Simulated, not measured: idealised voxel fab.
process module | voxel transistor to metal
cross-section cut | 190 nm wide | cells 5 nm
A cross-section is a grid of square cells, given in bands from the top down. A band is one or more rows of cells.
Each band's line starts with the height of the band's top and of its bottom, in nm. Then come its materials from left to right, each with its width in nm. One material with "throughout" fills the band from edge to edge. "air" is empty space.
Height 0 is the level under which the wafer as received is all one material. The lowest band goes on downwards, as in "0 down".
A width such as "30 to 40" changes by the same amount from each row of cells to the next, from the band's top row to its bottom row.
"no change" after a step means that no cell of the cross-section changed.
closed voids: empty space of 8 cells or more with no open way to the top, each as width x height at its distance from the left edge, in nm
after a step's settings: what the simulator itself notes on the step
overlay nm, on a step with a mask: how far to the right of its planned place the mask lay; to the left if negative
plan
1 op RECEIVE | material Si
2 op OXIDIZE | depth nm 5
3 op CONFORMAL_DEP | material SiN | thk nm 10
4 op PATTERN | tone cover | mask id ACTIVE | material resist | width nm 120 | thk nm 20 | overlay nm 0
5 op DIRECTIONAL_ETCH | etch materials SiN | depth nm 10
6 op DIRECTIONAL_ETCH | etch materials SiO2 | depth nm 5
7 op DIRECTIONAL_ETCH | etch materials Si | depth nm 20
8 op STRIP | etch materials resist
9 op FILL_DEP | material SiO2 | thk nm 15
10 op CMP | height nm 10
11 op SELECTIVE_ETCH | etch materials SiO2 | depth nm 5
12 op STRIP | etch materials SiN
13 op SELECTIVE_ETCH | etch materials SiO2 | depth nm 5
14 op OXIDIZE | depth nm 5
15 op DIRECTIONAL_DEP | material polySi | thk nm 20
16 op DIRECTIONAL_DEP | material SiCN | thk nm 10
17 op DIRECTIONAL_DEP | material aC | thk nm 15
18 op PATTERN | tone cover | mask id GATE | material resist | width nm 30 | thk nm 30 | overlay nm 0
19 op DIRECTIONAL_ETCH | etch materials aC | depth nm 15
20 op STRIP | etch materials resist
21 op DIRECTIONAL_ETCH | etch materials SiCN | depth nm 20
22 op DIRECTIONAL_ETCH | etch materials polySi | depth nm 30
23 op STRIP | etch materials aC
24 op CONFORMAL_DEP | material SiN | thk nm 5
25 op DIRECTIONAL_ETCH | etch materials SiN | depth nm 5
26 op DIRECTIONAL_ETCH | etch materials SiO2 | depth nm 5
27 op DIRECTIONAL_ETCH | etch materials Si | depth nm 10
28 op EPI | material pSi | thk nm 10
29 op FILL_DEP | material SiO2 | thk nm 5
30 op CMP | height nm 15
31 op STRIP | etch materials polySi
32 op SELECTIVE_ETCH | etch materials SiO2 | depth nm 5
33 op CONFORMAL_DEP | material HfO2 | thk nm 5
34 op CONFORMAL_DEP | material TiN | thk nm 5
35 op FILL_DEP | material W | thk nm 5
36 op CMP | height nm 10
37 op DIRECTIONAL_DEP | material SiO2 | thk nm 10
38 op PATTERN | tone open | mask id CONTACT | material resist | width nm 15 | pitch nm 85 | thk nm 20 | overlay nm 0
39 op DIRECTIONAL_ETCH | etch materials SiO2 | depth nm 30
40 op STRIP | etch materials resist
41 op CONFORMAL_DEP | material TiN | thk nm 5
42 op FILL_DEP | material W | thk nm 5
43 op CMP | height nm 20
44 op CONFORMAL_DEP | material SiCN | thk nm 5
45 op DIRECTIONAL_DEP | material SiO2 | thk nm 15
46 op PATTERN | tone open | mask id METAL_1 | material resist | width nm 15 | pitch nm 85 | thk nm 20 | overlay nm 0
47 op DIRECTIONAL_ETCH | etch materials SiO2 | depth nm 15
48 op DIRECTIONAL_ETCH | etch materials SiCN | depth nm 5
49 op STRIP | etch materials resist
50 op CONFORMAL_DEP | material TiN | thk nm 5
51 op FILL_DEP | material W | thk nm 5
52 op CMP | height nm 40
53 op CONFORMAL_DEP | material SiCN | thk nm 5
54 op DIRECTIONAL_DEP | material lowk | thk nm 25
55 op DIRECTIONAL_DEP | material aC | thk nm 15
56 op PATTERN | tone open | mask id METAL_2 | material resist | width nm 15 | pitch nm 85 | thk nm 30 | overlay nm 0
57 op DIRECTIONAL_ETCH | etch materials aC | depth nm 15
58 op STRIP | etch materials resist
59 op DIRECTIONAL_ETCH | etch materials lowk | depth nm 15
60 op STRIP | etch materials aC
61 op PATTERN | tone open | mask id METAL_2_HOLES | material resist | width nm 15 | pitch nm 85 | thk nm 20 | overlay nm 0
62 op DIRECTIONAL_ETCH | etch materials lowk | depth nm 10
63 op DIRECTIONAL_ETCH | etch materials SiCN | depth nm 5
64 op STRIP | etch materials resist
65 op CONFORMAL_DEP | material TiN | thk nm 5
66 op FILL_DEP | material Cu | thk nm 10
67 op CMP | height nm 70
68 op CONFORMAL_DEP | material SiN | thk nm 5
as received, after step 1
  0 down: Si throughout
  closed voids: none
a wafer at the end: this start, this plan, one mistake
  75 to 70: SiN throughout
  70 to 65: Cu throughout
  65 to 60: TiN 50 | Cu 5 | TiN 80 | Cu 5 | TiN 50
  60 to 55: lowk 45 | TiN 15 | lowk 70 | TiN 15 | lowk 45
  55 to 45: lowk throughout
  45 to 40: SiCN throughout
  40 to 25: SiO2 45 | TiN 5 | W 5 | TiN 5 | SiO2 70 | TiN 5 | W 5 | TiN 5 | SiO2 45
  25 to 20: SiCN 45 | TiN 15 | SiCN 70 | TiN 15 | SiCN 45
  20 to 10: SiO2 45 | TiN 5 | W 5 | TiN 5 | SiO2 70 | TiN 5 | W 5 | TiN 5 | SiO2 45
  10 to 0: SiO2 45 | TiN 5 | W 5 | TiN 5 | SiO2 15 | SiN 5 | HfO2 5 | TiN 5 | W 10 | TiN 5 | HfO2 5 | SiN 5 | SiO2 15 | TiN 5 | W 5 | TiN 5 | SiO2 45
  0 to -5: SiO2 30 | SiN 5 | SiO2 10 | TiN 5 | W 5 | TiN 5 | SiO2 5 | pSi 10 | SiN 5 | HfO2 5 | TiN 20 | HfO2 5 | SiN 5 | pSi 10 | SiO2 5 | TiN 5 | W 5 | TiN 5 | SiO2 10 | SiN 5 | SiO2 30
  -5 to -10: SiO2 45 | TiN 15 | SiO2 5 | pSi 10 | HfO2 40 | pSi 10 | SiO2 5 | TiN 15 | SiO2 45
  -10 to -20: SiO2 35 | pSi 40 | Si 40 | pSi 40 | SiO2 35
  -20 to -25: SiO2 35 | Si 120 | SiO2 35
  -25 down: Si throughout
  closed voids: none
what went wrong: step 61 ran as: op PATTERN | tone cover | mask id METAL_2_HOLES | material resist | width nm 15 | pitch nm 85 | thk nm 20 | overlay nm 0
